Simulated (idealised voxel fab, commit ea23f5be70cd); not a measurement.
voxel wiring stack: a process module
This is section cut - it's 290 nm across, gridded in 5 nm square cells.
Cross-sections here: square-cell grids, written as top-down lists of bands, a band being one or more rows of cells. Each band's line starts with the height of the band's top and of its bottom, in nm. Then come its materials from left to right, each with its width in nm. One material with "edge to edge" fills the band from edge to edge. "blank" is empty space. We count height from 0. Below that, the starting wafer is all one material. The lowest band never ends at the bottom but goes on down; see "0 and below" for how that is written. Graded width ("30->40"): value in top row of band = first number; value in bottom row = second number; row-to-row change constant. Any step labelled "no change occurred" changed none of the cells in the cross-section. If an empty space has no open way to the top and is at least 8 cells in size, "Closed cavities" lists it, written width x height at distance, where distance is measured from the left edge and every value is in nm. Text after the settings on a step's line: the simulator's own remark on that step. overlay nm: for a step with a mask, the amount by which the mask lay right of where it was planned; a negative amount means left of it.
These are the steps we planned for the process
1,RECEIVE, material Si
2,CONFORMAL_DEP, material SiO2, thk nm 15
3,DIRECTIONAL_DEP, material TiN, thk nm 5
4,DIRECTIONAL_DEP, material W, thk nm 20
5,DIRECTIONAL_DEP, material aC, thk nm 10
6,PATTERN, tone cover, mask id METAL_1, material resist, width nm 30, pitch nm 60, thk nm 25, overlay nm 0
7,DIRECTIONAL_ETCH, etch materials aC, depth nm 10
8,STRIP, etch materials resist
9,DIRECTIONAL_ETCH, etch materials W, depth nm 20
10,DIRECTIONAL_ETCH, etch materials TiN, depth nm 5
11,STRIP, etch materials aC
12,FILL_DEP, material SiO2, thk nm 5
13,CMP, height nm 40
14,CONFORMAL_DEP, material SiCN, thk nm 5
15,DIRECTIONAL_DEP, material lowk, thk nm 30
16,PATTERN, tone open, mask id METAL_2_HOLES, material resist, width nm 15, pitch nm 120, thk nm 15, overlay nm 0
17,DIRECTIONAL_ETCH, etch materials lowk, depth nm 30
18,STRIP, etch materials resist
19,PATTERN, tone open, mask id METAL_2, material resist, width nm 30, pitch nm 60, thk nm 20, overlay nm 0
20,DIRECTIONAL_ETCH, etch materials lowk, depth nm 20
21,DIRECTIONAL_ETCH, etch materials SiCN, depth nm 5
22,STRIP, etch materials resist
23,CONFORMAL_DEP, material TiN, thk nm 5
24,FILL_DEP, material Cu, thk nm 10
25,CMP, height nm 75
26,CONFORMAL_DEP, material SiCN, thk nm 5
27,DIRECTIONAL_DEP, material SiO2, thk nm 15
28,PATTERN, tone open, mask id PLUG_2, material resist, width nm 15, pitch nm 60, thk nm 15, overlay nm 0
29,DIRECTIONAL_ETCH, etch materials SiO2, depth nm 15
30,DIRECTIONAL_ETCH, etch materials SiCN, depth nm 5
31,STRIP, etch materials resist
32,EPI, material Ru, thk nm 10
33,EPI, material Ru, thk nm 10
34,DIRECTIONAL_DEP, material TiN, thk nm 5
35,DIRECTIONAL_DEP, material W, thk nm 20
36,DIRECTIONAL_DEP, material aC, thk nm 10
37,PATTERN, tone cover, mask id METAL_3, material resist, width nm 30, pitch nm 60, thk nm 25, overlay nm 0
38,DIRECTIONAL_ETCH, etch materials aC, depth nm 10
39,STRIP, etch materials resist
40,DIRECTIONAL_ETCH, etch materials W, depth nm 20
41,DIRECTIONAL_ETCH, etch materials TiN, depth nm 5
42,STRIP, etch materials aC
43,FILL_DEP, material lowk, thk nm 5
44,CMP, height nm 120
45,CONFORMAL_DEP, material SiCN, thk nm 5
Cross-section of the wafer as it came to us, i.e., already through step 1
  0 and below = Si edge to edge
  Closed cavities: none
Cross-section, end of module. Start: as above. Plan: as above. Execution: one mistake
  125 down to 120 = SiCN edge to edge
  120 down to 100 = lowk 70 / W 30 / lowk 30 / W 30 / lowk 30 / W 30 / lowk 70
  100 down to 95 = lowk 70 / TiN 30 / lowk 30 / TiN 30 / lowk 30 / TiN 30 / lowk 70
  95 down to 80 = SiO2 70 / Ru 15 / SiO2 45 / Ru 15 / SiO2 45 / Ru 15 / SiO2 85
  80 down to 75 = SiCN 70 / Ru 15 / SiCN 45 / Ru 15 / SiCN 45 / Ru 15 / SiCN 85
  75 down to 70 = SiCN 70 / TiN 30 / SiCN 30 / TiN 30 / SiCN 30 / TiN 30 / SiCN 70
  70 down to 40 = lowk edge to edge
  40 down to 20 = SiO2 70 / W 30 / SiO2 30 / W 30 / SiO2 30 / W 30 / SiO2 70
  20 down to 15 = SiO2 70 / TiN 30 / SiO2 30 / TiN 30 / SiO2 30 / TiN 30 / SiO2 70
  15 down to 0 = SiO2 edge to edge
  0 and below = Si edge to edge
  Closed cavities: none
The plan and the run diverged here: plan vs actual: 14 and 15 interchanged
